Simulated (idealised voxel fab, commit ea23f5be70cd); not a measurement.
The following is a process module called voxel capacitor over wiring.
Section shown: cut. Width: 265 nm. Cell size: 5 nm, square.
How to read a cross-section here: the picture is a grid of square cells, written as bands going from the top down, and any band can span one or more rows of cells. Per band: top height and bottom height in nm, followed by the left-to-right materials and their widths in nm; "all across" marks a single material spanning edge to edge, "empty" marks empty space. Measure heights from 0. That's the level where, below it, the as-received wafer is all one material. The lowest band is bottomless and extends downward; write it as in "0 and below". Note: "30 to 40" means the width goes from the first number (top row of the band) to the second number (bottom row) in equal steps per row of cells. Where a step carries "everything unchanged", the cross-section came out of it unchanged, cell for cell. "Fully enclosed voids" contains a list of empty spaces, each no smaller than 8 cells and without an open way to the top, written in the form width x height at distance with the distance from the left edge and all three in nm. Past the settings on a step's line: simulator remark, on that step. overlay nm: for a step with a mask, the amount by which the mask lay right of where it was planned; a negative amount means left of it.

The planned process steps are enumerated hereunder:
- 1: RECEIVE [material Si]
- 2: CONFORMAL_DEP [material SiO2] [thk nm 10]
- 3: DIRECTIONAL_DEP [material TiN] [thk nm 5]
- 4: DIRECTIONAL_DEP [material W] [thk nm 20]
- 5: PATTERN [tone cover] [mask id METAL_1] [material resist] [width nm 25] [pitch nm 75] [thk nm 20] [overlay nm 0]
- 6: DIRECTIONAL_ETCH [etch materials W] [depth nm 20]
- 7: DIRECTIONAL_ETCH [etch materials TiN] [depth nm 5]
- 8: STRIP [etch materials resist]
- 9: FILL_DEP [material lowk] [thk nm 10]
- 10: CMP [height nm 35]
- 11: CONFORMAL_DEP [material SiCN] [thk nm 5]
- 12: DIRECTIONAL_DEP [material lowk] [thk nm 20]
- 13: DIRECTIONAL_DEP [material aC] [thk nm 15]
- 14: PATTERN [tone open] [mask id PLUG_1] [material resist] [width nm 15] [thk nm 30] [overlay nm 0]
- 15: DIRECTIONAL_ETCH [etch materials aC] [depth nm 15]
- 16: STRIP [etch materials resist]
- 17: DIRECTIONAL_ETCH [etch materials lowk] [depth nm 20]
- 18: DIRECTIONAL_ETCH [etch materials SiCN] [depth nm 5]
- 19: STRIP [etch materials aC]
- 20: EPI [material Ru] [thk nm 10]
- 21: EPI [material Ru] [thk nm 10]
- 22: EPI [material Ru] [thk nm 5]
- 23: DIRECTIONAL_DEP [material TiN] [thk nm 5]
- 24: DIRECTIONAL_DEP [material SiN] [thk nm 5]
- 25: DIRECTIONAL_DEP [material TiN] [thk nm 10]
- 26: DIRECTIONAL_DEP [material aC] [thk nm 15]
- 27: PATTERN [tone cover] [mask id UPPER_PLATE] [material resist] [width nm 55] [thk nm 30] [overlay nm 0]
- 28: DIRECTIONAL_ETCH [etch materials aC] [depth nm 15]
- 29: STRIP [etch materials resist]
- 30: DIRECTIONAL_ETCH [etch materials TiN] [depth nm 10]
- 31: DIRECTIONAL_ETCH [etch materials SiN] [depth nm 5]
- 32: STRIP [etch materials aC]
- 33: MASKED_ETCH [tone cover] [mask id LOWER_PLATE] [width nm 65] [etch materials TiN] [depth nm 5] [overlay nm 0]
- 34: FILL_DEP [material SiO2] [thk nm 15]
- 35: CMP [height nm 90]
- 36: DIRECTIONAL_DEP [material aC] [thk nm 15]
- 37: PATTERN [tone open] [mask id PLUG_2] [material resist] [width nm 15] [thk nm 30] [overlay nm 0]
- 38: DIRECTIONAL_ETCH [etch materials aC] [depth nm 15]
- 39: STRIP [etch materials resist]
- 40: DIRECTIONAL_ETCH [etch materials SiO2] [depth nm 10]
- 41: STRIP [etch materials aC]
- 42: CONFORMAL_DEP [material TiN] [thk nm 5]
- 43: FILL_DEP [material W] [thk nm 10]
- 44: CMP [height nm 90]
- 45: CONFORMAL_DEP [material SiCN] [thk nm 5]

Below: the first of two wafers, run as planned:

Step 1 complete: cross-section of the wafer as received:
- 0 and below: Si all across
- Fully enclosed voids: none

after step 2:
- 10 down to 0: SiO2 all across
- Everything below 0 is unchanged.

after step 3:
- 15 down to 10: TiN all across
- Everything below 10 is unchanged.

after step 4:
- 35 down to 15: W all across
- Everything below 15 is unchanged.

after step 5:
- 55 down to 35: empty: 80, resist: 25, empty: 50, resist: 25, empty: 85
- Everything below 35 is unchanged.

after step 6:
- 55 down to 35: empty: 80, resist: 25, empty: 50, resist: 25, empty: 85
- 35 down to 15: empty: 80, W: 25, empty: 50, W: 25, empty: 85
- Everything below 15 is unchanged.

after step 7:
- 55 down to 35: empty: 80, resist: 25, empty: 50, resist: 25, empty: 85
- 35 down to 15: empty: 80, W: 25, empty: 50, W: 25, empty: 85
- 15 down to 10: empty: 80, TiN: 25, empty: 50, TiN: 25, empty: 85
- Everything below 10 is unchanged.

after step 8:
- 35 down to 15: empty: 80, W: 25, empty: 50, W: 25, empty: 85
- Everything below 15 is unchanged.

after step 9:
- 45 down to 35: lowk all across
- 35 down to 15: lowk: 80, W: 25, lowk: 50, W: 25, lowk: 85
- 15 down to 10: lowk: 80, TiN: 25, lowk: 50, TiN: 25, lowk: 85
- Everything below 10 is unchanged.

after step 10:
- 35 down to 15: lowk: 80, W: 25, lowk: 50, W: 25, lowk: 85
- Everything below 15 is unchanged.

after step 11:
- 40 down to 35: SiCN all across
- Everything below 35 is unchanged.

after step 12:
- 60 down to 40: lowk all across
- Everything below 40 is unchanged.

after step 13:
- 75 down to 60: aC all across
- Everything below 60 is unchanged.

after step 14:
- 105 down to 75: resist: 90, empty: 15, resist: 160
- Everything below 75 is unchanged.

after step 15:
- 90 down to 75: resist: 90, empty: 15, resist: 160
- 75 down to 60: aC: 90, empty: 15, aC: 160
- Everything below 60 is unchanged.

after step 16:
- 75 down to 60: aC: 90, empty: 15, aC: 160
- Everything below 60 is unchanged.

after step 17:
- 75 down to 60: aC: 90, empty: 15, aC: 160
- 60 down to 40: lowk: 90, empty: 15, lowk: 160
- Everything below 40 is unchanged.

after step 18:
- 75 down to 60: aC: 90, empty: 15, aC: 160
- 60 down to 40: lowk: 90, empty: 15, lowk: 160
- 40 down to 35: SiCN: 90, empty: 15, SiCN: 160
- Everything below 35 is unchanged.

after step 19:
- 60 down to 40: lowk: 90, empty: 15, lowk: 160
- Everything below 40 is unchanged.

after step 20:
- 60 down to 45: lowk: 90, empty: 15, lowk: 160
- 45 down to 40: lowk: 90, Ru: 15, lowk: 160
- 40 down to 35: SiCN: 90, Ru: 15, SiCN: 160
- Everything below 35 is unchanged.

after step 21:
- 60 down to 55: lowk: 90, empty: 15, lowk: 160
- 55 down to 40: lowk: 90, Ru: 15, lowk: 160
- Everything below 40 is unchanged.

after step 22:
- 60 down to 40: lowk: 90, Ru: 15, lowk: 160
- Everything below 40 is unchanged.

after step 23:
- 65 down to 60: TiN all across
- Everything below 60 is unchanged.

after step 24:
- 70 down to 65: SiN all across
- Everything below 65 is unchanged.

after step 25:
- 80 down to 70: TiN all across
- Everything below 70 is unchanged.

after step 26:
- 95 down to 80: aC all across
- Everything below 80 is unchanged.

after step 27:
- 125 down to 95: empty: 90, resist: 55, empty: 120
- Everything below 95 is unchanged.

after step 28:
- 110 down to 95: empty: 90, resist: 55, empty: 120
- 95 down to 80: empty: 90, aC: 55, empty: 120
- Everything below 80 is unchanged.

after step 29:
- 95 down to 80: empty: 90, aC: 55, empty: 120
- Everything below 80 is unchanged.

after step 30:
- 95 down to 80: empty: 90, aC: 55, empty: 120
- 80 down to 70: empty: 90, TiN: 55, empty: 120
- Everything below 70 is unchanged.

after step 31:
- 95 down to 80: empty: 90, aC: 55, empty: 120
- 80 down to 70: empty: 90, TiN: 55, empty: 120
- 70 down to 65: empty: 90, SiN: 55, empty: 120
- Everything below 65 is unchanged.

after step 32:
- 80 down to 70: empty: 90, TiN: 55, empty: 120
- Everything below 70 is unchanged.

after step 33:
- 80 down to 70: empty: 90, TiN: 55, empty: 120
- 70 down to 65: empty: 90, SiN: 55, empty: 120
- 65 down to 60: empty: 85, TiN: 65, empty: 115
- Everything below 60 is unchanged.

after step 34:
- 95 down to 80: SiO2 all across
- 80 down to 70: SiO2: 90, TiN: 55, SiO2: 120
- 70 down to 65: SiO2: 90, SiN: 55, SiO2: 120
- 65 down to 60: SiO2: 85, TiN: 65, SiO2: 115
- Everything below 60 is unchanged.

after step 35:
- 90 down to 80: SiO2 all across
- Everything below 80 is unchanged.

after step 36:
- 105 down to 90: aC all across
- Everything below 90 is unchanged.

after step 37:
- 135 down to 105: resist: 100, empty: 15, resist: 150
- Everything below 105 is unchanged.

after step 38:
- 120 down to 105: resist: 100, empty: 15, resist: 150
- 105 down to 90: aC: 100, empty: 15, aC: 150
- Everything below 90 is unchanged.

after step 39:
- 105 down to 90: aC: 100, empty: 15, aC: 150
- Everything below 90 is unchanged.

after step 40:
- 105 down to 90: aC: 100, empty: 15, aC: 150
- 90 down to 80: SiO2: 100, empty: 15, SiO2: 150
- Everything below 80 is unchanged.

after step 41:
- 90 down to 80: SiO2: 100, empty: 15, SiO2: 150
- Everything below 80 is unchanged.

after step 42:
- 95 down to 90: TiN: 105, empty: 5, TiN: 155
- 90 down to 85: SiO2: 100, TiN: 5, empty: 5, TiN: 5, SiO2: 150
- 85 down to 80: SiO2: 100, TiN: 15, SiO2: 150
- Everything below 80 is unchanged.

after step 43:
- 105 down to 95: W all across
- 95 down to 90: TiN: 105, W: 5, TiN: 155
- 90 down to 85: SiO2: 100, TiN: 5, W: 5, TiN: 5, SiO2: 150
- Everything below 85 is unchanged.

after step 44:
- 90 down to 85: SiO2: 100, TiN: 5, W: 5, TiN: 5, SiO2: 150
- Everything below 85 is unchanged.

after step 45:
- 95 down to 90: SiCN all across
- Everything below 90 is unchanged.

The second wafer was prepared from the same starting point and under the same plan as the first; its processing contained one mistake, and it remains indistinguishable from the first wafer up to and including step 43:

The second wafer in cross-section, at the planned close of step 44:
- 85 down to 80: SiO2: 100, TiN: 15, SiO2: 150
- Everything below 80 is unchanged.

The second wafer in cross-section, at the planned close of step 45:
- 90 down to 85: SiCN all across
- Everything below 85 is unchanged.
Run error: step 44, actual vs plan mismatch, actual run CMP [height nm 85]
Materials where the second wafer ends with more or fewer cells than the first: SiO2 -50; TiN -2; W -1
